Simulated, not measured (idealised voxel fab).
Proc. module: voxel ribs on slabs
Shown is cross-section cut, with a width of 200 nm and square cells of size 5 nm.
This document writes a cross-section as a grid whose cells are square, and gives it as bands, listed from the top down; one or more rows of cells form a band. This entry defines a band. It first specifies the height of the band's top and the height of its bottom in nm, and then specifies the band's materials from left to right, stating each material with its width in nm. The word "edge to edge" identifies a single material that fills the band from edge to edge, while the word "air" identifies empty space. Zero point of the height axis is 0; under it, received wafer = one material. Lowest band: continues down indefinitely, "0 -> down". Width spec "30 to 40" -> top row of cells at first value, bottom row at second value, equal per-row change in between. No cell of the cross-section changed in a step that is given as "no modification". Heads up: "Sealed void list" only lists the empty pockets with no open path to the top that are 8 cells or more, and it writes them as width x height at distance, distance from the left edge, in nm. It should be noted that, on the line of a given step, the content following the step's settings is a remark produced by the simulator itself with respect to that step. overlay nm: how far to the right of its planned place the mask lay on this masked step (negative: to the left).

PROCESS STEPS FORESEEN IN THE PLAN
1 RECEIVE, material Si
2 DIRECTIONAL_DEP, material SiO2, thk nm 30
3 DIRECTIONAL_DEP, material SiN, thk nm 25
4 MASKED_ETCH, tone cover, mask id RIB, width nm 20, etch materials SiN, depth nm 5, overlay nm 0
5 PATTERN, tone cover, mask id SLAB, material resist, width nm 80, thk nm 20, overlay nm 0
6 DIRECTIONAL_ETCH, etch materials SiN, depth nm 20
7 STRIP, etch materials resist
8 FILL_DEP, material SiO2, thk nm 15
9 CMP, height nm 65
10 DIRECTIONAL_DEP, material TiN, thk nm 10
11 MASKED_ETCH, tone cover, mask id HEATER, width nm 30, etch materials TiN, depth nm 10, overlay nm -15
12 CONFORMAL_DEP, material SiN, thk nm 10
The plan shows the overlay nm of step 11 as the first wafer had it; this setting differs between the wafers, which start out alike.

AFTER STEP 1, AS RECEIVED: FIRST OF SEVERAL WAFERS, CROSS-SECTION
    0 -> down = Si edge to edge
    Sealed void list: none

WHAT FOLLOWS IS A TABLE IN WHICH EACH WAFER OCCUPIES A ROW; FOR THE WAFER AS IT STANDS AT THE CLOSE OF THE MODULE, THE ROW STATES, MATERIAL BY MATERIAL, HOW MANY CELLS HAVE BEEN GAINED (+) OR LOST (-) SINCE RECEIPT, AND THEN GIVES ITS CLOSED VOIDS
overlay nm -15 | +156 SiN | +452 SiO2 | +12 TiN | Sealed void list: none
overlay nm -10 | +156 SiN | +452 SiO2 | +12 TiN | Sealed void list: none
overlay nm -5 | +156 SiN | +452 SiO2 | +12 TiN | Sealed void list: none
overlay nm 0 | +156 SiN | +452 SiO2 | +12 TiN | Sealed void list: none
overlay nm 5 | +156 SiN | +452 SiO2 | +12 TiN | Sealed void list: none
overlay nm 10 | +156 SiN | +452 SiO2 | +12 TiN | Sealed void list: none
overlay nm 15 | +156 SiN | +452 SiO2 | +12 TiN | Sealed void list: none
